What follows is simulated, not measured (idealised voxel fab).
Proc. module: voxel air gaps
Square cell edge 5 nm, section width 285 nm, ID cut.
How to read a cross-section here: the picture is a grid of square cells, written as bands going from the top down, and any band can span one or more rows of cells.
Band: top height; bottom height; in nm. Then, left to right: material with width in nm, for each material. "everywhere": a single material spanning edge to edge. "air": empty space.
All heights in this document are referenced to 0, defined as the level beneath which the wafer, as received, consists entirely of one material. The lowest band is not bounded below; it extends indefinitely downward and is written in the form "z 0 and below".
Width: "30->40" (first number = top row, second number = bottom row, same change from row to row of cells).
Step note "no alterations made" = no cross-section cell changed.
In the "Non-vented voids" entry, you get each enclosed empty space of 8 cells or more, one with no open way to the top, written width x height at distance, distance from the left edge, in nm.
Text after the settings on a step's line: the simulator's own remark on that step.
"overlay nm" answers the question of how far to the right of plan the mask lay on a step that has a mask, and when it is negative the answer is to the left.
PLANNED STEP LIST FOR THE PROCESS
- 1: RECEIVE | material Si
- 2: CONFORMAL_DEP | material SiO2 | thk nm 10
- 3: CONFORMAL_DEP | material SiCN | thk nm 5
- 4: DIRECTIONAL_DEP | material SiO2 | thk nm 40
- 5: MASKED_ETCH | tone open | mask id LINES | width nm 25 | pitch nm 50 | etch materials SiO2 | depth nm 40 | overlay nm 0
- 6: CONFORMAL_DEP | material TiN | thk nm 5
- 7: FILL_DEP | material W | thk nm 10
- 8: CMP | height nm 55
- 9: EPI | material Ru | thk nm 10
- 10: SELECTIVE_ETCH | etch materials SiO2 | depth nm 50
- 11: CONFORMAL_DEP | material SiCN | thk nm 5
WAFER AT RECEIPT (POST STEP 1), CROSS-SECTION
	z 0 and below  Si everywhere
	Non-vented voids: none
A WAFER AT THE END: THIS START, THIS PLAN, ONE MISTAKE
	z 70 to 65  70 of air; 45 of SiCN; 5 of air; 45 of SiCN; 5 of air; 45 of SiCN; 70 of air
	z 65 to 55  70 of air; 5 of SiCN; 35 of Ru; 5 of SiCN; 5 of air; 5 of SiCN; 35 of Ru; 5 of SiCN; 5 of air; 5 of SiCN; 35 of Ru; 5 of SiCN; 70 of air
	z 55 to 50  70 of air; 15 of SiCN; 5 of TiN; 5 of W; 5 of TiN; 15 of SiCN; 5 of air; 15 of SiCN; 5 of TiN; 5 of W; 5 of TiN; 15 of SiCN; 5 of air; 15 of SiCN; 5 of TiN; 5 of W; 5 of TiN; 15 of SiCN; 70 of air
	z 50 to 20  80 of air; 5 of SiCN; 5 of TiN; 5 of W; 5 of TiN; 5 of SiCN; 25 of air; 5 of SiCN; 5 of TiN; 5 of W; 5 of TiN; 5 of SiCN; 25 of air; 5 of SiCN; 5 of TiN; 5 of W; 5 of TiN; 5 of SiCN; 80 of air
	z 20 to 15  85 of SiCN; 15 of TiN; 35 of SiCN; 15 of TiN; 35 of SiCN; 15 of TiN; 85 of SiCN
	z 15 to 10  SiCN everywhere
	z 10 to 0  SiO2 everywhere
	z 0 and below  Si everywhere
	Non-vented voids: none
It is concluded that the wafer was processed incorrectly with respect to the plan, in that step 5 off recipe, ran as MASKED_ETCH | tone open | mask id LINES | width nm 15 | pitch nm 50 | etch materials SiO2 | depth nm 40 | overlay nm 0
